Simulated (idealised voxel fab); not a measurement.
process module | voxel capacitor over wiring
cross-section cut | 260 nm wide | cells 5 nm
A cross-section is a grid of square cells, given in bands from the top down. A band is one or more rows of cells.
Each band's line starts with the height of the band's top and of its bottom, in nm. Then come its materials from left to right, each with its width in nm. One material with "throughout" fills the band from edge to edge. "air" is empty space.
Height 0 is the level under which the wafer as received is all one material. The lowest band goes on downwards, as in "0 down".
A width such as "30 to 40" changes by the same amount from each row of cells to the next, from the band's top row to its bottom row.
"no change" after a step means that no cell of the cross-section changed.
closed voids: empty space of 8 cells or more with no open way to the top, each as width x height at its distance from the left edge, in nm
after a step's settings: what the simulator itself notes on the step
overlay nm, on a step with a mask: how far to the right of its planned place the mask lay; to the left if negative
plan
1 op RECEIVE | material Si
2 op CONFORMAL_DEP | material SiO2 | thk nm 10
3 op CONFORMAL_DEP | material SiN | thk nm 5
4 op DIRECTIONAL_DEP | material lowk | thk nm 15
5 op PATTERN | tone open | mask id METAL_1 | material resist | width nm 30 | pitch nm 90 | thk nm 15 | overlay nm 0
6 op DIRECTIONAL_ETCH | etch materials lowk | depth nm 15
7 op DIRECTIONAL_ETCH | etch materials SiN | depth nm 5
8 op STRIP | etch materials resist
9 op CONFORMAL_DEP | material TiN | thk nm 5
10 op FILL_DEP | material Cu | thk nm 10
11 op CMP | height nm 30
12 op CONFORMAL_DEP | material SiCN | thk nm 5
13 op DIRECTIONAL_DEP | material SiO2 | thk nm 10
14 op MASKED_ETCH | tone open | mask id PLUG_1 | width nm 15 | etch materials SiO2 | depth nm 10 | overlay nm 0
15 op MASKED_ETCH | tone open | mask id PLUG_1 | width nm 15 | etch materials SiCN | depth nm 5 | overlay nm 0
16 op EPI | material Ru | thk nm 10
17 op EPI | material Ru | thk nm 5
18 op DIRECTIONAL_DEP | material TiN | thk nm 10
19 op DIRECTIONAL_DEP | material HfO2 | thk nm 5
20 op DIRECTIONAL_DEP | material TiN | thk nm 5
21 op PATTERN | tone cover | mask id UPPER_PLATE | material resist | width nm 65 | thk nm 15 | overlay nm 0
22 op DIRECTIONAL_ETCH | etch materials TiN | depth nm 5
23 op DIRECTIONAL_ETCH | etch materials HfO2 | depth nm 5
24 op STRIP | etch materials resist
25 op DIRECTIONAL_DEP | material aC | thk nm 15
26 op PATTERN | tone cover | mask id LOWER_PLATE | material resist | width nm 75 | thk nm 35 | overlay nm 0
27 op DIRECTIONAL_ETCH | etch materials aC | depth nm 15
28 op STRIP | etch materials resist
29 op DIRECTIONAL_ETCH | etch materials TiN | depth nm 10
30 op STRIP | etch materials aC
31 op FILL_DEP | material SiO2 | thk nm 15
32 op CMP | height nm 75
33 op PATTERN | tone open | mask id PLUG_2 | material resist | width nm 15 | thk nm 15 | overlay nm 0
34 op DIRECTIONAL_ETCH | etch materials SiO2 | depth nm 10
35 op STRIP | etch materials resist
36 op CONFORMAL_DEP | material TiN | thk nm 5
37 op FILL_DEP | material Cu | thk nm 10
38 op CMP | height nm 75
39 op CONFORMAL_DEP | material SiN | thk nm 5
as received, after step 1
  0 down: Si throughout
  closed voids: none
first wafer at the end, as planned
  80 to 75: SiN throughout
  75 to 70: SiO2 95 | TiN 5 | Cu 5 | TiN 5 | SiO2 150
  70 to 60: SiO2 95 to 85 | TiN 15 to 65 | SiO2 150 to 110
  60 to 55: SiO2 85 | HfO2 65 | SiO2 110
  55 to 45: SiO2 80 | TiN 75 | SiO2 105
  45 to 35: SiO2 85 | Ru 15 | SiO2 160
  35 to 30: SiCN 85 | Ru 15 | SiCN 160
  30 to 15: lowk 70 | TiN 5 | Cu 20 | TiN 5 | lowk 60 | TiN 5 | Cu 20 | TiN 5 | lowk 70
  15 to 10: SiN 70 | TiN 30 | SiN 60 | TiN 30 | SiN 70
  10 to 0: SiO2 throughout
  0 down: Si throughout
  closed voids: none
second wafer at the end: like start, like plan, one mistake
  80 to 75: SiN throughout
  75 to 70: SiO2 95 | TiN 5 | Cu 5 | TiN 5 | SiO2 150
  70 to 60: SiO2 95 to 85 | TiN 15 to 65 | SiO2 150 to 110
  60 to 55: SiO2 85 | HfO2 65 | SiO2 110
  55 to 45: SiO2 80 | TiN 75 | SiO2 105
  45 to 35: SiO2 80 | Ru 25 | SiO2 155
  35 to 30: SiCN 85 | Ru 15 | SiCN 160
  30 to 15: lowk 70 | TiN 5 | Cu 20 | TiN 5 | lowk 60 | TiN 5 | Cu 20 | TiN 5 | lowk 70
  15 to 10: SiN 70 | TiN 30 | SiN 60 | TiN 30 | SiN 70
  10 to 0: SiO2 throughout
  0 down: Si throughout
  closed voids: none
what went wrong: step 14 ran as: op MASKED_ETCH | tone open | mask id PLUG_1 | width nm 25 | etch materials SiO2 | depth nm 10 | overlay nm 0
at the end the second wafer has, in cells: 4 more of Ru | 4 fewer of SiO2
